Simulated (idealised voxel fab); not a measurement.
Herein follows the process module entitled voxel transistor to metal.
For reference, the cross-section in this document is cut, with width 165 nm and square cells of 5 nm.
Throughout this document, each cross-section is represented as a grid of square cells and is presented as a sequence of bands enumerated from the top downward, where a band comprises one or more rows of cells.
This entry defines a band. It first specifies the height of the band's top and the height of its bottom in nm, and then specifies the band's materials from left to right, stating each material with its width in nm. The word "throughout" identifies a single material that fills the band from edge to edge, while the word "air" identifies empty space.
Counting heights begins at 0, where everything beneath is, in the wafer as received, one material. The lowest band has no bottom; it goes on downwards, as "0 -> down" shows.
Per-row width for "30->40": begins at first number (top row of band), ends at second number (bottom row), increment between rows held constant.
Key: "no modification" - step with no changed cell in the cross-section.
Enclosed voids (no open way to top), threshold 8 cells or more, entry "Fully closed voids", notation width x height at distance, distance from left edge, nm.
Text after the settings on a step's line: the simulator's own remark on that step.
A step's line can hold "overlay nm"; with a mask on that step, the setting says how far right of the planned place the mask lay, while a negative setting says it lay to the left.
# Planned step list for the process
1 RECEIVE: material Si
2 OXIDIZE: depth nm 5
3 CONFORMAL_DEP: material SiN, thk nm 15
4 DIRECTIONAL_DEP: material aC, thk nm 10
5 PATTERN: tone cover, mask id ACTIVE, material resist, width nm 110, thk nm 25, overlay nm 0
6 DIRECTIONAL_ETCH: etch materials aC, depth nm 10
7 STRIP: etch materials resist
8 DIRECTIONAL_ETCH: etch materials SiN, depth nm 15
9 DIRECTIONAL_ETCH: etch materials SiO2, depth nm 5
10 DIRECTIONAL_ETCH: etch materials Si, depth nm 25
11 STRIP: etch materials aC
12 FILL_DEP: material SiO2, thk nm 5
13 CMP: height nm 15
14 SELECTIVE_ETCH: etch materials SiO2, depth nm 10
15 STRIP: etch materials SiN
16 SELECTIVE_ETCH: etch materials SiO2, depth nm 5
17 OXIDIZE: depth nm 5
18 DIRECTIONAL_DEP: material polySi, thk nm 30
19 DIRECTIONAL_DEP: material SiCN, thk nm 15
20 MASKED_ETCH: tone cover, mask id GATE, width nm 20, etch materials SiCN, depth nm 25, overlay nm 0
21 MASKED_ETCH: tone cover, mask id GATE, width nm 20, etch materials polySi, depth nm 40, overlay nm 0
22 CONFORMAL_DEP: material SiO2, thk nm 5
23 DIRECTIONAL_ETCH: etch materials SiO2, depth nm 5
24 CONFORMAL_DEP: material SiN, thk nm 10
25 DIRECTIONAL_ETCH: etch materials SiN, depth nm 10
26 DIRECTIONAL_ETCH: etch materials SiO2, depth nm 5
27 EPI: material pSi, thk nm 5
28 FILL_DEP: material SiO2, thk nm 5
29 CMP: height nm 40
30 DIRECTIONAL_DEP: material SiO2, thk nm 15
31 PATTERN: tone open, mask id CONTACT, material resist, width nm 20, pitch nm 80, thk nm 20, overlay nm 0
32 DIRECTIONAL_ETCH: etch materials SiO2, depth nm 60
33 STRIP: etch materials resist
34 CONFORMAL_DEP: material TiN, thk nm 5
35 FILL_DEP: material Ru, thk nm 5
36 CMP: height nm 55
37 DIRECTIONAL_DEP: material TiN, thk nm 5
38 DIRECTIONAL_DEP: material W, thk nm 15
39 PATTERN: tone cover, mask id METAL_1, material resist, width nm 20, pitch nm 80, thk nm 20, overlay nm 0
40 DIRECTIONAL_ETCH: etch materials W, depth nm 15
41 DIRECTIONAL_ETCH: etch materials TiN, depth nm 5
42 STRIP: etch materials resist
43 FILL_DEP: material SiO2, thk nm 10
44 CMP: height nm 75
45 CONFORMAL_DEP: material SiCN, thk nm 5
46 DIRECTIONAL_DEP: material lowk, thk nm 30
47 PATTERN: tone open, mask id METAL_2_HOLES, material resist, width nm 15, pitch nm 80, thk nm 15, overlay nm 0
48 DIRECTIONAL_ETCH: etch materials lowk, depth nm 30
49 STRIP: etch materials resist
50 DIRECTIONAL_DEP: material aC, thk nm 10
51 PATTERN: tone open, mask id METAL_2, material resist, width nm 20, pitch nm 80, thk nm 30, overlay nm 0
52 DIRECTIONAL_ETCH: etch materials aC, depth nm 10
53 STRIP: etch materials resist
54 DIRECTIONAL_ETCH: etch materials lowk, depth nm 15
55 DIRECTIONAL_ETCH: etch materials SiCN, depth nm 5
56 STRIP: etch materials aC
57 CONFORMAL_DEP: material TiN, thk nm 5
58 FILL_DEP: material Cu, thk nm 10
59 CMP: height nm 110
60 CONFORMAL_DEP: material SiN, thk nm 5
# So this is the incoming wafer in cross-section - it's already been through step 1
- 0 -> down | Si throughout
- Fully closed voids: none
# Starting structure and process plan are as shown above, but one mistake was made in running the module; the wafer cross-section at the end of the module follows
- 115 -> 110 | SiN throughout
- 110 -> 95 | 30 of lowk  5 of TiN  5 of Cu  5 of TiN  65 of lowk  5 of TiN  5 of Cu  5 of TiN  40 of lowk
- 95 -> 90 | 30 of lowk  15 of TiN  65 of lowk  15 of TiN  40 of lowk
- 90 -> 80 | 30 of lowk  15 of W  65 of lowk  15 of W  40 of lowk
- 80 -> 75 | SiCN throughout
- 75 -> 60 | 30 of SiO2  20 of W  60 of SiO2  20 of W  35 of SiO2
- 60 -> 55 | 30 of SiO2  20 of TiN  60 of SiO2  20 of TiN  35 of SiO2
- 55 -> 40 | 30 of SiO2  5 of TiN  10 of Ru  5 of TiN  60 of SiO2  5 of TiN  10 of Ru  5 of TiN  35 of SiO2
- 40 -> 25 | 30 of SiO2  5 of TiN  10 of Ru  5 of TiN  5 of SiO2  10 of SiN  5 of SiO2  20 of SiCN  5 of SiO2  10 of SiN  5 of SiO2  5 of TiN  10 of Ru  5 of TiN  35 of SiO2
- 25 -> 5 | 30 of SiO2  5 of TiN  10 of Ru  5 of TiN  5 of SiO2  10 of SiN  5 of SiO2  20 of polySi  5 of SiO2  10 of SiN  5 of SiO2  5 of TiN  10 of Ru  5 of TiN  35 of SiO2
- 5 -> 0 | 30 of SiO2  10 of TiN  5 of Ru  5 of TiN  5 of SiO2  10 of SiN  5 of SiO2  20 of polySi  5 of SiO2  10 of SiN  5 of SiO2  5 of TiN  5 of Ru  10 of TiN  35 of SiO2
- 0 -> -5 | 25 of SiO2  10 of SiN  15 of TiN  5 of SiO2  10 of SiN  5 of SiO2  20 of polySi  5 of SiO2  10 of SiN  5 of SiO2  15 of TiN  10 of SiN  30 of SiO2
- -5 -> -10 | 35 of SiO2  20 of pSi  50 of SiO2  20 of pSi  40 of SiO2
- -10 -> -30 | 25 of SiO2  110 of Si  30 of SiO2
- -30 -> down | Si throughout
- Fully closed voids: none
Finding, execution versus plan: heads up, step 50 didn't go per plan, it actually ran as DIRECTIONAL_DEP: material W, thk nm 10
